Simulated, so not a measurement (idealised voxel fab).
Documented hereafter: the process module known as voxel self aligned contacts.
255 nm wide, 5 nm square cells: that's cross-section cut.
In what follows, cross-sections appear as grids of square cells, described through bands that run from the top down, where every band is one or more rows of cells.
Quick guide to a band line: top height, bottom height (nm) up front; then every material left to right with its width in nm. Only one material and it's marked "throughout"? Then it fills the band edge to edge. And "air" just means empty space.
Heights are expressed relative to 0, this being the level below which the as-received wafer comprises one material exclusively. The lowest band is unbounded in the downward direction and is denoted as in "from 0 down".
Per-row width for "30->40": begins at first number (top row of band), ends at second number (bottom row), increment between rows held constant.
You'll sometimes find "same as before" written for a step, and that's the way of saying that nowhere in the cross-section did a cell change during that step.
The entry "Voids, fully enclosed" lists the empty spaces that cover at least 8 cells and have no open path to the top. Each is written as width x height at distance, where the distance is measured from the left edge and all three values are in nm.
The remark found on a step's line after its settings is issued by the simulator itself and pertains to that step.
Regarding "overlay nm": on a step with a mask, it is the distance the mask lay to the right of its planned place; a negative value places it to the left.

[Process steps foreseen in the plan]
- 1: RECEIVE with material Si
- 2: CONFORMAL_DEP with material SiO2, thk nm 5
- 3: DIRECTIONAL_DEP with material polySi, thk nm 25
- 4: DIRECTIONAL_DEP with material SiN, thk nm 25
- 5: PATTERN with tone cover, mask id GATE, material resist, width nm 35, pitch nm 75, thk nm 15, overlay nm 0
- 6: DIRECTIONAL_ETCH with etch materials SiN, depth nm 25
- 7: DIRECTIONAL_ETCH with etch materials polySi, depth nm 25
- 8: STRIP with etch materials resist
- 9: CONFORMAL_DEP with material SiN, thk nm 10
- 10: DIRECTIONAL_ETCH with etch materials SiN, depth nm 10
- 11: FILL_DEP with material SiO2, thk nm 15
- 12: CMP with height nm 65
- 13: MASKED_ETCH with tone open, mask id CONTACT, width nm 50, pitch nm 75, etch materials SiO2, depth nm 65, overlay nm 0
- 14: CONFORMAL_DEP with material TiN, thk nm 5
- 15: FILL_DEP with material Ru, thk nm 10
- 16: CMP with height nm 65
- 17: CONFORMAL_DEP with material SiN, thk nm 5

[The cross-section here shows the wafer as received, i.e. in its state after step 1]
- from 0 down | Si throughout
- Voids, fully enclosed: none

[As-planned run: cross-section of the first of two wafers at end of module]
- from 70 to 65 | SiN throughout
- from 65 to 55 | SiO2 (65); TiN (5->20); Ru (40->10); TiN (5->20); SiO2 (25); TiN (5->20); Ru (40->10); TiN (5->20); SiO2 (65)
- from 55 to 30 | SiO2 (25); SiN (55); TiN (5); Ru (10); TiN (5); SiN (55); TiN (5); Ru (10); TiN (5); SiN (55); SiO2 (25)
- from 30 to 5 | SiO2 (25); SiN (10); polySi (35); SiN (10); TiN (5); Ru (10); TiN (5); SiN (10); polySi (35); SiN (10); TiN (5); Ru (10); TiN (5); SiN (10); polySi (35); SiN (10); SiO2 (25)
- from 5 to 0 | SiO2 (80); TiN (20); SiO2 (55); TiN (20); SiO2 (80)
- from 0 down | Si throughout
- Voids, fully enclosed: none

[Second wafer of the two, sectioned at the end of the module. It began like the first and followed the same plan, but one mistake was made while running it]
- from 70 to 65 | SiN throughout
- from 65 to 55 | SiO2 (70); TiN (5->15); Ru (40->10); TiN (5->25); SiO2 (25); TiN (5->15); Ru (40->10); TiN (5->25); SiO2 (60)
- from 55 to 30 | SiO2 (25); SiN (55); TiN (5); Ru (10); TiN (5); SiN (55); TiN (5); Ru (10); TiN (5); SiN (55); SiO2 (25)
- from 30 to 5 | SiO2 (25); SiN (10); polySi (35); SiN (10); TiN (5); Ru (10); TiN (5); SiN (10); polySi (35); SiN (10); TiN (5); Ru (10); TiN (5); SiN (10); polySi (35); SiN (10); SiO2 (25)
- from 5 to 0 | SiO2 (80); TiN (20); SiO2 (55); TiN (20); SiO2 (80)
- from 0 down | Si throughout
- Voids, fully enclosed: none
The plan and the run diverged here: heads up, step 13 didn't go per plan, it actually ran as MASKED_ETCH with tone open, mask id CONTACT, width nm 50, pitch nm 75, etch materials SiO2, depth nm 65, overlay nm 5
Final state: per-material cell counts identical on both wafers; locations differ.
